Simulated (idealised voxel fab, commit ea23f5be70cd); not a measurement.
Documented hereafter: the process module known as voxel gate over fins.
Displayed cross-section: cut, width of 175 nm, square cells sized 5 nm.
This document writes a cross-section as a grid whose cells are square, and gives it as bands, listed from the top down; one or more rows of cells form a band.
Band entry format. Leading values: height of top, height of bottom, nm. Remainder: materials in left-to-right order, each with its width in nm. Special words: "everywhere" on a single material, which then fills the band edge to edge; "empty", empty space.
It should be noted that heights are counted from 0, beneath which the wafer as supplied is of one material throughout, and that the lowest band possesses no lower boundary but continues downward, as written in "z 0 and below".
You'd read "30->40" like this: the band's top row of cells is as wide as the first number, its bottom row is as wide as the second, and going down, every row changes width by the same amount as the row before did.
Key: "no change occurred" - step with no changed cell in the cross-section.
Look at "Sealed internal cavities" for the closed voids: empty spaces with no open path to the top, sized 8 cells or up. Each is width x height at distance, distance from the left edge, all nm.
Anything after a step's settings on that line? It's the simulator's own note about the step.
Each step line may optionally specify "overlay nm", which for a step with a mask gives the rightward distance between the mask's planned place and where it lay, a negative value indicating the leftward direction.

THESE ARE THE STEPS WE PLANNED FOR THE PROCESS
- 1: RECEIVE,material Si
- 2: CONFORMAL_DEP,material SiN,thk nm 10
- 3: MASKED_ETCH,tone cover,mask id FINS,width nm 15,pitch nm 35,etch materials SiN,depth nm 10,overlay nm 0
- 4: MASKED_ETCH,tone cover,mask id FINS,width nm 15,pitch nm 35,etch materials Si,depth nm 40,overlay nm 0
- 5: FILL_DEP,material SiO2,thk nm 10
- 6: CMP,height nm 10
- 7: SELECTIVE_ETCH,etch materials SiO2,depth nm 20
- 8: STRIP,etch materials SiN
- 9: CONFORMAL_DEP,material HfO2,thk nm 5
- 10: CONFORMAL_DEP,material TiN,thk nm 5
- 11: CONFORMAL_DEP,material TiAl,thk nm 5
- 12: CONFORMAL_DEP,material TiN,thk nm 5
- 13: FILL_DEP,material W,thk nm 10
- 14: CMP,height nm 25
- 15: CONFORMAL_DEP,material SiN,thk nm 10

ON THE FIRST OF THE TWO WAFERS: RUN CONDUCTED ACCORDING TO PLAN

WAFER AT RECEIPT (POST STEP 1), CROSS-SECTION
- z 0 and below | Si everywhere
- Sealed internal cavities: none

AFTER STEP 2, IN CROSS-SECTION
- z 10 to 0 | SiN everywhere
- Note: structure below 0 unchanged.

AFTER STEP 3, IN CROSS-SECTION
- z 10 to 0 | empty 60 nm, then SiN 15 nm, then empty 20 nm, then SiN 15 nm, then empty 65 nm
- Note: structure below 0 unchanged.

AFTER STEP 4, IN CROSS-SECTION
- z 10 to 0 | empty 60 nm, then SiN 15 nm, then empty 20 nm, then SiN 15 nm, then empty 65 nm
- z 0 to -40 | empty 60 nm, then Si 15 nm, then empty 20 nm, then Si 15 nm, then empty 65 nm
- Note: structure below -40 unchanged.

AFTER STEP 5, IN CROSS-SECTION
- z 20 to 10 | SiO2 everywhere
- z 10 to 0 | SiO2 60 nm, then SiN 15 nm, then SiO2 20 nm, then SiN 15 nm, then SiO2 65 nm
- z 0 to -40 | SiO2 60 nm, then Si 15 nm, then SiO2 20 nm, then Si 15 nm, then SiO2 65 nm
- Note: structure below -40 unchanged.

AFTER STEP 6, IN CROSS-SECTION
- z 10 to 0 | SiO2 60 nm, then SiN 15 nm, then SiO2 20 nm, then SiN 15 nm, then SiO2 65 nm
- Note: structure below 0 unchanged.

AFTER STEP 7, IN CROSS-SECTION
- z 10 to 0 | empty 60 nm, then SiN 15 nm, then empty 20 nm, then SiN 15 nm, then empty 65 nm
- z 0 to -10 | empty 60 nm, then Si 15 nm, then empty 20 nm, then Si 15 nm, then empty 65 nm
- Note: structure below -10 unchanged.

AFTER STEP 8, IN CROSS-SECTION
- z 0 to -10 | empty 60 nm, then Si 15 nm, then empty 20 nm, then Si 15 nm, then empty 65 nm
- Note: structure below -10 unchanged.

AFTER STEP 9, IN CROSS-SECTION
- z 5 to 0 | empty 55 nm, then HfO2 25 nm, then empty 10 nm, then HfO2 25 nm, then empty 60 nm
- z 0 to -5 | empty 55 nm, then HfO2 5 nm, then Si 15 nm, then HfO2 5 nm, then empty 10 nm, then HfO2 5 nm, then Si 15 nm, then HfO2 5 nm, then empty 60 nm
- z -5 to -10 | HfO2 60 nm, then Si 15 nm, then HfO2 20 nm, then Si 15 nm, then HfO2 65 nm
- Note: structure below -10 unchanged.

AFTER STEP 10, IN CROSS-SECTION
- z 10 to 5 | empty 50 nm, then TiN 70 nm, then empty 55 nm
- z 5 to 0 | empty 50 nm, then TiN 5 nm, then HfO2 25 nm, then TiN 10 nm, then HfO2 25 nm, then TiN 5 nm, then empty 55 nm
- z 0 to -5 | TiN 55 nm, then HfO2 5 nm, then Si 15 nm, then HfO2 5 nm, then TiN 10 nm, then HfO2 5 nm, then Si 15 nm, then HfO2 5 nm, then TiN 60 nm
- Note: structure below -5 unchanged.

AFTER STEP 11, IN CROSS-SECTION
- z 15 to 10 | empty 45 nm, then TiAl 80 nm, then empty 50 nm
- z 10 to 5 | empty 45 nm, then TiAl 5 nm, then TiN 70 nm, then TiAl 5 nm, then empty 50 nm
- z 5 to 0 | TiAl 50 nm, then TiN 5 nm, then HfO2 25 nm, then TiN 10 nm, then HfO2 25 nm, then TiN 5 nm, then TiAl 55 nm
- Note: structure below 0 unchanged.

AFTER STEP 12, IN CROSS-SECTION
- z 20 to 15 | empty 40 nm, then TiN 90 nm, then empty 45 nm
- z 15 to 10 | empty 40 nm, then TiN 5 nm, then TiAl 80 nm, then TiN 5 nm, then empty 45 nm
- z 10 to 5 | TiN 45 nm, then TiAl 5 nm, then TiN 70 nm, then TiAl 5 nm, then TiN 50 nm
- Note: structure below 5 unchanged.

AFTER STEP 13, IN CROSS-SECTION
- z 30 to 20 | W everywhere
- z 20 to 15 | W 40 nm, then TiN 90 nm, then W 45 nm
- z 15 to 10 | W 40 nm, then TiN 5 nm, then TiAl 80 nm, then TiN 5 nm, then W 45 nm
- Note: structure below 10 unchanged.

AFTER STEP 14, IN CROSS-SECTION
- z 25 to 20 | W everywhere
- Note: structure below 20 unchanged.

AFTER STEP 15, IN CROSS-SECTION
- z 35 to 25 | SiN everywhere
- Note: structure below 25 unchanged.

SECOND WAFER (IDENTICAL START AND PLAN, ONE PROCESSING ERROR; MATCHES FIRST WAFER THROUGH STEP 1)

CROSS-SECTION OF THE SECOND WAFER WHEN, ACCORDING TO PLAN, STEP 2 SHOULD HAVE FINISHED
- z 10 to 0 | TiN everywhere
- Note: structure below 0 unchanged.

Cross-section of the second wafer when, according to plan, step 3 should have finished: no change occurred

Cross-section of the second wafer when, according to plan, step 4 should have finished: no change occurred

CROSS-SECTION OF THE SECOND WAFER WHEN, ACCORDING TO PLAN, STEP 5 SHOULD HAVE FINISHED
- z 20 to 10 | SiO2 everywhere
- Note: structure below 10 unchanged.

CROSS-SECTION OF THE SECOND WAFER WHEN, ACCORDING TO PLAN, STEP 6 SHOULD HAVE FINISHED
- z 10 to 0 | TiN everywhere
- Note: structure below 0 unchanged.

Cross-section of the second wafer when, according to plan, step 7 should have finished: no change occurred

Cross-section of the second wafer when, according to plan, step 8 should have finished: no change occurred

CROSS-SECTION OF THE SECOND WAFER WHEN, ACCORDING TO PLAN, STEP 9 SHOULD HAVE FINISHED
- z 15 to 10 | HfO2 everywhere
- Note: structure below 10 unchanged.

CROSS-SECTION OF THE SECOND WAFER WHEN, ACCORDING TO PLAN, STEP 10 SHOULD HAVE FINISHED
- z 20 to 15 | TiN everywhere
- Note: structure below 15 unchanged.

CROSS-SECTION OF THE SECOND WAFER WHEN, ACCORDING TO PLAN, STEP 11 SHOULD HAVE FINISHED
- z 25 to 20 | TiAl everywhere
- Note: structure below 20 unchanged.

CROSS-SECTION OF THE SECOND WAFER WHEN, ACCORDING TO PLAN, STEP 12 SHOULD HAVE FINISHED
- z 30 to 25 | TiN everywhere
- Note: structure below 25 unchanged.

CROSS-SECTION OF THE SECOND WAFER WHEN, ACCORDING TO PLAN, STEP 13 SHOULD HAVE FINISHED
- z 40 to 30 | W everywhere
- Note: structure below 30 unchanged.

CROSS-SECTION OF THE SECOND WAFER WHEN, ACCORDING TO PLAN, STEP 14 SHOULD HAVE FINISHED
- z 25 to 20 | TiAl everywhere
- Note: structure below 20 unchanged.

CROSS-SECTION OF THE SECOND WAFER WHEN, ACCORDING TO PLAN, STEP 15 SHOULD HAVE FINISHED
- z 35 to 25 | SiN everywhere
- Note: structure below 25 unchanged.
So what did we get wrong on this run? step 2 was not run as planned; what actually ran was CONFORMAL_DEP,material TiN,thk nm 10
The closing comparison, in cells, has the second wafer with more or fewer of some materials than the first: -8 HfO2 | +232 Si | -174 SiO2 | -4 TiAl | +23 TiN | -69 W
